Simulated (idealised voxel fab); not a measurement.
Proc. module: voxel transistor to metal
Xsec cut, 185 nm wide, square cell size 5 nm.
In what follows, cross-sections appear as grids of square cells, described through bands that run from the top down, where every band is one or more rows of cells. Quick guide to a band line: top height, bottom height (nm) up front; then every material left to right with its width in nm. Only one material and it's marked "throughout"? Then it fills the band edge to edge. And "empty" just means empty space. Heights are expressed relative to 0, this being the level below which the as-received wafer comprises one material exclusively. The lowest band is unbounded in the downward direction and is denoted as in "top 0, no bottom". The expression "30 to 40" gives the width at the extremes of the band, the first number at its top row of cells and the second at its bottom row, with the width changing by equal amounts from each row to the next in between. The designation "nothing changed", where it is given for a processing step, indicates that no cell of the cross-section was altered in the course of that step. Empty spaces without an open route to the top, at least 8 cells in extent, make up the entry "Closed void roster"; each is given as width x height at distance, where the distance is measured from the left edge, and all are in nm. It should be noted that, on the line of a given step, the content following the step's settings is a remark produced by the simulator itself with respect to that step. The line of a step may include "overlay nm". On a step with a mask, this value is how far to the right of its planned place the mask lay. A negative value means the mask lay to the left.

### Steps in the process plan
1,RECEIVE [material Si]
2,OXIDIZE [depth nm 5]
3,CONFORMAL_DEP [material SiN] [thk nm 10]
4,MASKED_ETCH [tone cover] [mask id ACTIVE] [width nm 115] [etch materials SiN] [depth nm 10] [overlay nm 0]
5,MASKED_ETCH [tone cover] [mask id ACTIVE] [width nm 115] [etch materials SiO2] [depth nm 5] [overlay nm 0]
6,MASKED_ETCH [tone cover] [mask id ACTIVE] [width nm 115] [etch materials Si] [depth nm 20] [overlay nm 0]
7,OXIDIZE [depth nm 5]
8,FILL_DEP [material SiO2] [thk nm 10]
9,CMP [height nm 10]
10,SELECTIVE_ETCH [etch materials SiO2] [depth nm 10]
11,STRIP [etch materials SiN]
12,SELECTIVE_ETCH [etch materials SiO2] [depth nm 5]
13,OXIDIZE [depth nm 5]
14,DIRECTIONAL_DEP [material polySi] [thk nm 25]
15,DIRECTIONAL_DEP [material SiCN] [thk nm 15]
16,PATTERN [tone cover] [mask id GATE] [material resist] [width nm 35] [thk nm 20] [overlay nm 0]
17,DIRECTIONAL_ETCH [etch materials SiCN] [depth nm 25]
18,DIRECTIONAL_ETCH [etch materials polySi] [depth nm 35]
19,STRIP [etch materials resist]
20,CONFORMAL_DEP [material SiN] [thk nm 10]
21,DIRECTIONAL_ETCH [etch materials SiN] [depth nm 10]
22,DIRECTIONAL_ETCH [etch materials SiO2] [depth nm 5]
23,DIRECTIONAL_ETCH [etch materials Si] [depth nm 15]
24,EPI [material SiGe] [thk nm 20]
25,FILL_DEP [material SiO2] [thk nm 5]
26,CMP [height nm 20]
27,STRIP [etch materials polySi]
28,SELECTIVE_ETCH [etch materials SiO2] [depth nm 5]
29,CONFORMAL_DEP [material HfO2] [thk nm 5]
30,CONFORMAL_DEP [material TiN] [thk nm 5]
31,FILL_DEP [material W] [thk nm 10]
32,CMP [height nm 15]
33,DIRECTIONAL_DEP [material SiO2] [thk nm 10]
34,PATTERN [tone open] [mask id CONTACT] [material resist] [width nm 20] [pitch nm 85] [thk nm 20] [overlay nm 0]
35,DIRECTIONAL_ETCH [etch materials SiO2] [depth nm 30]
36,STRIP [etch materials resist]
37,CONFORMAL_DEP [material TiN] [thk nm 5]
38,FILL_DEP [material W] [thk nm 10]
39,CMP [height nm 25]
40,DIRECTIONAL_DEP [material TiN] [thk nm 5]
41,DIRECTIONAL_DEP [material Ru] [thk nm 15]
42,PATTERN [tone cover] [mask id METAL_1] [material resist] [width nm 20] [pitch nm 85] [thk nm 15] [overlay nm 0]
43,DIRECTIONAL_ETCH [etch materials Ru] [depth nm 15]
44,DIRECTIONAL_ETCH [etch materials TiN] [depth nm 5]
45,STRIP [etch materials resist]
46,CONFORMAL_DEP [material SiCN] [thk nm 5]
47,FILL_DEP [material lowk] [thk nm 5]
48,CMP [height nm 45]
49,CONFORMAL_DEP [material SiCN] [thk nm 5]
50,DIRECTIONAL_DEP [material lowk] [thk nm 35]
51,MASKED_ETCH [tone open] [mask id METAL_2_HOLES] [width nm 15] [pitch nm 85] [etch materials lowk] [depth nm 35] [overlay nm 0]
52,PATTERN [tone open] [mask id METAL_2] [material resist] [width nm 20] [pitch nm 85] [thk nm 15] [overlay nm 0]
53,DIRECTIONAL_ETCH [etch materials lowk] [depth nm 20]
54,DIRECTIONAL_ETCH [etch materials SiCN] [depth nm 5]
55,STRIP [etch materials resist]
56,CONFORMAL_DEP [material TiN] [thk nm 5]
57,FILL_DEP [material Cu] [thk nm 5]
58,CMP [height nm 85]
59,CONFORMAL_DEP [material SiCN] [thk nm 5]

### So this is the incoming wafer in cross-section - it's already been through step 1
    top 0, no bottom | Si throughout
    Closed void roster: none

### Cross-sectional view of the first of the two wafers upon completion of the module, processed in accordance with the plan
    top 90, bottom 85 | SiCN throughout
    top 85, bottom 70 | lowk: 40  TiN: 5  Cu: 10  TiN: 5  lowk: 65  TiN: 5  Cu: 10  TiN: 5  lowk: 40
    top 70, bottom 65 | lowk: 40  TiN: 5  Cu: 5  TiN: 10  lowk: 65  TiN: 5  Cu: 5  TiN: 10  lowk: 40
    top 65, bottom 50 | lowk: 40  TiN: 5  Cu: 5  TiN: 5  lowk: 70  TiN: 5  Cu: 5  TiN: 5  lowk: 45
    top 50, bottom 45 | SiCN: 40  TiN: 15  SiCN: 70  TiN: 15  SiCN: 45
    top 45, bottom 30 | lowk: 35  SiCN: 5  Ru: 20  SiCN: 5  lowk: 55  SiCN: 5  Ru: 20  SiCN: 5  lowk: 35
    top 30, bottom 25 | SiCN: 40  TiN: 20  SiCN: 65  TiN: 20  SiCN: 40
    top 25, bottom 15 | SiO2: 40  TiN: 5  W: 10  TiN: 5  SiO2: 65  TiN: 5  W: 10  TiN: 5  SiO2: 40
    top 15, bottom 10 | SiO2: 40  TiN: 20  SiO2: 5  SiN: 10  HfO2: 5  TiN: 5  W: 15  TiN: 5  HfO2: 5  SiN: 10  SiO2: 5  TiN: 20  SiO2: 40
    top 10, bottom 0 | SiO2: 40  TiN: 5  SiGe: 20  SiN: 10  HfO2: 5  TiN: 5  W: 15  TiN: 5  HfO2: 5  SiN: 10  SiGe: 20  TiN: 5  SiO2: 40
    top 0, bottom -5 | SiO2: 40  TiN: 5  SiGe: 20  SiN: 10  HfO2: 5  TiN: 25  HfO2: 5  SiN: 10  SiGe: 20  TiN: 5  SiO2: 40
    top -5, bottom -10 | SiO2: 35  SiGe: 30  SiO2: 5  HfO2: 45  SiO2: 5  SiGe: 30  SiO2: 35
    top -10, bottom -25 | SiO2: 40  SiGe: 25  Si: 55  SiGe: 25  SiO2: 40
    top -25, bottom -30 | SiO2: 40  Si: 105  SiO2: 40
    top -30, no bottom | Si throughout
    Closed void roster: none

### Now the second wafer, cross-sectioned at the end of the module. Nothing different at the start, nothing different in the plan compared with the first, just one mistake when it was actually run
    top 90, bottom 85 | SiCN throughout
    top 85, bottom 70 | lowk: 40  TiN: 5  Cu: 10  TiN: 5  lowk: 65  TiN: 5  Cu: 10  TiN: 5  lowk: 40
    top 70, bottom 65 | lowk: 40  TiN: 5  Cu: 5  TiN: 10  lowk: 65  TiN: 5  Cu: 5  TiN: 10  lowk: 40
    top 65, bottom 50 | lowk: 40  TiN: 5  Cu: 5  TiN: 5  lowk: 70  TiN: 5  Cu: 5  TiN: 5  lowk: 45
    top 50, bottom 40 | SiCN: 40  TiN: 15 to 20  SiCN: 70 to 65  TiN: 15 to 20  SiCN: 45 to 40
    top 40, bottom 30 | W throughout
    top 30, bottom 25 | TiN: 45  W: 10  TiN: 75  W: 10  TiN: 45
    top 25, bottom 15 | SiO2: 40  TiN: 5  W: 10  TiN: 5  SiO2: 65  TiN: 5  W: 10  TiN: 5  SiO2: 40
    top 15, bottom 10 | SiO2: 40  TiN: 20  SiO2: 5  SiN: 10  HfO2: 5  TiN: 5  W: 15  TiN: 5  HfO2: 5  SiN: 10  SiO2: 5  TiN: 20  SiO2: 40
    top 10, bottom 0 | SiO2: 40  TiN: 5  SiGe: 20  SiN: 10  HfO2: 5  TiN: 5  W: 15  TiN: 5  HfO2: 5  SiN: 10  SiGe: 20  TiN: 5  SiO2: 40
    top 0, bottom -5 | SiO2: 40  TiN: 5  SiGe: 20  SiN: 10  HfO2: 5  TiN: 25  HfO2: 5  SiN: 10  SiGe: 20  TiN: 5  SiO2: 40
    top -5, bottom -10 | SiO2: 35  SiGe: 30  SiO2: 5  HfO2: 45  SiO2: 5  SiGe: 30  SiO2: 35
    top -10, bottom -25 | SiO2: 40  SiGe: 25  Si: 55  SiGe: 25  SiO2: 40
    top -25, bottom -30 | SiO2: 40  Si: 105  SiO2: 40
    top -30, no bottom | Si throughout
    Closed void roster: none
Run error: the plan's step 39 was left out and never carried out
End of process, cell counts, second wafer against first, materials with more or fewer: -24 Ru, -12 SiCN, +33 TiN, +78 W, -75 lowk
